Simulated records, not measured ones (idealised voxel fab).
process module | voxel capacitor over wiring
cross-section cut | 230 nm wide | cells 5 nm
A cross-section is a grid of square cells, given in bands from the top down. A band is one or more rows of cells.
Each band's line starts with the height of the band's top and of its bottom, in nm. Then come its materials from left to right, each with its width in nm. One material with "throughout" fills the band from edge to edge. "air" is empty space.
Height 0 is the level under which the wafer as received is all one material. The lowest band goes on downwards, as in "0 down".
A width such as "30 to 40" changes by the same amount from each row of cells to the next, from the band's top row to its bottom row.
"no change" after a step means that no cell of the cross-section changed.
closed voids: empty space of 8 cells or more with no open way to the top, each as width x height at its distance from the left edge, in nm
after a step's settings: what the simulator itself notes on the step
overlay nm, on a step with a mask: how far to the right of its planned place the mask lay; to the left if negative
plan
1 op RECEIVE | material Si
2 op CONFORMAL_DEP | material SiO2 | thk nm 15
3 op DIRECTIONAL_DEP | material TiN | thk nm 5
4 op DIRECTIONAL_DEP | material Ru | thk nm 20
5 op PATTERN | tone cover | mask id METAL_1 | material resist | width nm 30 | pitch nm 80 | thk nm 20 | overlay nm 0
6 op DIRECTIONAL_ETCH | etch materials Ru | depth nm 20
7 op DIRECTIONAL_ETCH | etch materials TiN | depth nm 5
8 op STRIP | etch materials resist
9 op CONFORMAL_DEP | material SiN | thk nm 5
10 op FILL_DEP | material lowk | thk nm 10
11 op CMP | height nm 40
12 op CONFORMAL_DEP | material SiCN | thk nm 5
13 op DIRECTIONAL_DEP | material lowk | thk nm 15
14 op MASKED_ETCH | tone open | mask id PLUG_1 | width nm 15 | etch materials lowk | depth nm 15 | overlay nm 0
15 op MASKED_ETCH | tone open | mask id PLUG_1 | width nm 15 | etch materials SiCN | depth nm 5 | overlay nm 0
16 op CONFORMAL_DEP | material TiN | thk nm 5
17 op FILL_DEP | material W | thk nm 5
18 op CMP | height nm 60
19 op DIRECTIONAL_DEP | material TiN | thk nm 5
20 op DIRECTIONAL_DEP | material HfO2 | thk nm 5
21 op DIRECTIONAL_DEP | material TiN | thk nm 5
22 op PATTERN | tone cover | mask id UPPER_PLATE | material resist | width nm 55 | thk nm 20 | overlay nm 0
23 op DIRECTIONAL_ETCH | etch materials TiN | depth nm 5
24 op DIRECTIONAL_ETCH | etch materials HfO2 | depth nm 5
25 op STRIP | etch materials resist
26 op DIRECTIONAL_DEP | material aC | thk nm 15
27 op PATTERN | tone cover | mask id LOWER_PLATE | material resist | width nm 65 | thk nm 30 | overlay nm 0
28 op DIRECTIONAL_ETCH | etch materials aC | depth nm 15
29 op STRIP | etch materials resist
30 op DIRECTIONAL_ETCH | etch materials TiN | depth nm 5
31 op STRIP | etch materials aC
32 op FILL_DEP | material SiO2 | thk nm 15
33 op CMP | height nm 85
34 op DIRECTIONAL_DEP | material aC | thk nm 10
35 op PATTERN | tone open | mask id PLUG_2 | material resist | width nm 15 | thk nm 30 | overlay nm 0
36 op DIRECTIONAL_ETCH | etch materials aC | depth nm 10
37 op STRIP | etch materials resist
38 op DIRECTIONAL_ETCH | etch materials SiO2 | depth nm 10
39 op STRIP | etch materials aC
40 op CONFORMAL_DEP | material TiN | thk nm 5
41 op FILL_DEP | material W | thk nm 10
42 op CMP | height nm 85
43 op CONFORMAL_DEP | material SiCN | thk nm 5
as received, after step 1
  0 down: Si throughout
  closed voids: none
first wafer at the end, as planned
  90 to 85: SiCN throughout
  85 to 80: SiO2 85 | TiN 5 | W 5 | TiN 5 | SiO2 130
  80 to 70: SiO2 85 to 75 | TiN 15 to 55 | SiO2 130 to 100
  70 to 65: SiO2 75 | HfO2 55 | SiO2 100
  65 to 60: SiO2 70 | TiN 65 | SiO2 95
  60 to 45: lowk 75 | TiN 5 | W 5 | TiN 5 | lowk 140
  45 to 40: SiCN 75 | TiN 15 | SiCN 140
  40 to 20: lowk 55 | SiN 5 | Ru 30 | SiN 5 | lowk 40 | SiN 5 | Ru 30 | SiN 5 | lowk 55
  20 to 15: SiN 60 | TiN 30 | SiN 50 | TiN 30 | SiN 60
  15 to 0: SiO2 throughout
  0 down: Si throughout
  closed voids: none
second wafer at the end: like start, like plan, one mistake
  90 to 85: SiCN throughout
  85 to 80: SiO2 85 | TiN 5 | W 5 | TiN 5 | SiO2 130
  80 to 70: SiO2 85 to 75 | TiN 15 to 55 | SiO2 130 to 100
  70 to 65: SiO2 75 | HfO2 55 | SiO2 100
  65 to 60: SiO2 70 | TiN 65 | SiO2 95
  60 to 45: lowk 75 | TiN 5 | W 5 | TiN 5 | lowk 140
  45 to 40: SiCN 75 | TiN 15 | SiCN 140
  40 to 25: lowk 55 | SiN 5 | Ru 30 | SiN 5 | lowk 40 | SiN 5 | Ru 30 | SiN 5 | lowk 55
  25 to 20: SiN 60 | TiN 30 | SiN 50 | TiN 30 | SiN 60
  20 to 0: SiO2 throughout
  0 down: Si throughout
  closed voids: none
what went wrong: step 2 ran as: op CONFORMAL_DEP | material SiO2 | thk nm 20
at the end the second wafer has, in cells: 12 fewer of Ru | 4 fewer of SiN | 46 more of SiO2 | 30 fewer of lowk
